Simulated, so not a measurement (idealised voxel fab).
process module | voxel lift off
cross-section cut | 185 nm wide | cells 5 nm
A cross-section is a grid of square cells, given in bands from the top down. A band is one or more rows of cells.
Each band's line starts with the height of the band's top and of its bottom, in nm. Then come its materials from left to right, each with its width in nm. One material with "throughout" fills the band from edge to edge. "air" is empty space.
Height 0 is the level under which the wafer as received is all one material. The lowest band goes on downwards, as in "0 down".
A width such as "30 to 40" changes by the same amount from each row of cells to the next, from the band's top row to its bottom row.
"no change" after a step means that no cell of the cross-section changed.
closed voids: empty space of 8 cells or more with no open way to the top, each as width x height at its distance from the left edge, in nm
after a step's settings: what the simulator itself notes on the step
overlay nm, on a step with a mask: how far to the right of its planned place the mask lay; to the left if negative
plan
1 op RECEIVE | material Si
2 op CONFORMAL_DEP | material SiN | thk nm 10
3 op PATTERN | tone open | mask id LINES | material resist | width nm 20 | pitch nm 40 | thk nm 20 | overlay nm 0
4 op DIRECTIONAL_DEP | material Ru | thk nm 5
5 op STRIP | etch materials resist
6 op CONFORMAL_DEP | material SiN | thk nm 10
first wafer, as planned
as received, after step 1
  0 down: Si throughout
  closed voids: none
after step 2
  10 to 0: SiN throughout
  below 0: unchanged
after step 3
  30 to 10: resist 60 | air 20 | resist 20 | air 20 | resist 65
  below 10: unchanged
after step 4
  35 to 30: Ru 60 | air 20 | Ru 20 | air 20 | Ru 65
  30 to 15: resist 60 | air 20 | resist 20 | air 20 | resist 65
  15 to 10: resist 60 | Ru 20 | resist 20 | Ru 20 | resist 65
  below 10: unchanged
after step 5
  15 to 10: air 60 | Ru 20 | air 20 | Ru 20 | air 65
  below 10: unchanged
after step 6
  25 to 20: air 50 | SiN 80 | air 55
  20 to 15: SiN throughout
  15 to 10: SiN 60 | Ru 20 | SiN 20 | Ru 20 | SiN 65
  below 10: unchanged
second wafer: like start, like plan, one mistake. Through step 4 it matches the first wafer
when step 5 should have ended
  15 to 10: air 60 | Ru 20 | air 20 | Ru 20 | air 65
  below 10: unchanged
when step 6 should have ended
  25 to 20: air 50 | SiN 80 | air 55
  20 to 15: SiN throughout
  15 to 10: SiN 60 | Ru 20 | SiN 20 | Ru 20 | SiN 65
  below 10: unchanged
what went wrong: step 5 was run twice
at the end the two cross-sections are the same: no effect in what this model computes
